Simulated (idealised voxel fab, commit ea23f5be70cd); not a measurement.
The process module that follows is named voxel tone inversion.
Square cell edge 5 nm, section width 240 nm, ID cut.
We lay out every cross-section as a grid of square cells and spell it out in bands from the top down, where one band means one or more rows of cells.
Top, bottom (nm), then materials left to right with widths (nm); lone material tagged "edge to edge" fills the whole band edge to edge; "empty" = empty space.
Basically, 0 is our baseline, since under it the wafer straight out of the box is all one material. The bottom band has no lower end and keeps on going down, so it looks like "0..down".
Per-row width for "30->40": begins at first number (top row of band), ends at second number (bottom row), increment between rows held constant.
A step reported as "remains unaltered" is a step in which no cell of the cross-section changed.
You'll see "Fully enclosed voids" listing empty spaces that have no way open to the top, as long as they're 8 cells or more; the notation is width x height at distance, where the distance is from the left edge, and all of it is in nm.
Whatever follows a step's settings on its line is a remark the simulator itself makes about that step.
"overlay nm", when on a step's line for a step with a mask, measures how far to the right of its planned place the mask lay; a negative measure means to the left.
So here's the lineup of process steps we planned:
step 1: op RECEIVE | material Si
step 2: op CONFORMAL_DEP | material SiN | thk nm 10
step 3: op DIRECTIONAL_DEP | material aC | thk nm 15
step 4: op PATTERN | tone cover | mask id POSTS | material resist | width nm 25 | pitch nm 40 | thk nm 25 | overlay nm 0
step 5: op DIRECTIONAL_ETCH | etch materials aC | depth nm 15
step 6: op STRIP | etch materials resist
step 7: op FILL_DEP | material lowk | thk nm 5
step 8: op CMP | height nm 25
step 9: op STRIP | etch materials aC
step 10: op CONFORMAL_DEP | material TiN | thk nm 5
step 11: op FILL_DEP | material Cu | thk nm 5
step 12: op CMP | height nm 25
step 13: op CONFORMAL_DEP | material SiN | thk nm 5
Cross-section of the wafer at receipt, which is the condition after step 1:
  0..down | Si edge to edge
  Fully enclosed voids: none
Look at the cross-section after the module: the wafer started out the way shown above and the plan was the one shown above, yet one mistake was made along the way:
  30..25 | SiN edge to edge
  25..15 | lowk 70 nm  TiN 5 nm  Cu 10 nm  TiN 5 nm  lowk 20 nm  TiN 5 nm  Cu 10 nm  TiN 5 nm  lowk 20 nm  TiN 5 nm  Cu 10 nm  TiN 5 nm  lowk 70 nm
  15..10 | lowk 70 nm  TiN 20 nm  lowk 20 nm  TiN 20 nm  lowk 20 nm  TiN 20 nm  lowk 70 nm
  10..0 | SiN edge to edge
  0..down | Si edge to edge
  Fully enclosed voids: none
It is concluded that the wafer was processed incorrectly with respect to the plan, in that off-plan run, step 4, actual operation and settings op PATTERN | tone cover | mask id POSTS | material resist | width nm 20 | pitch nm 40 | thk nm 25 | overlay nm 0
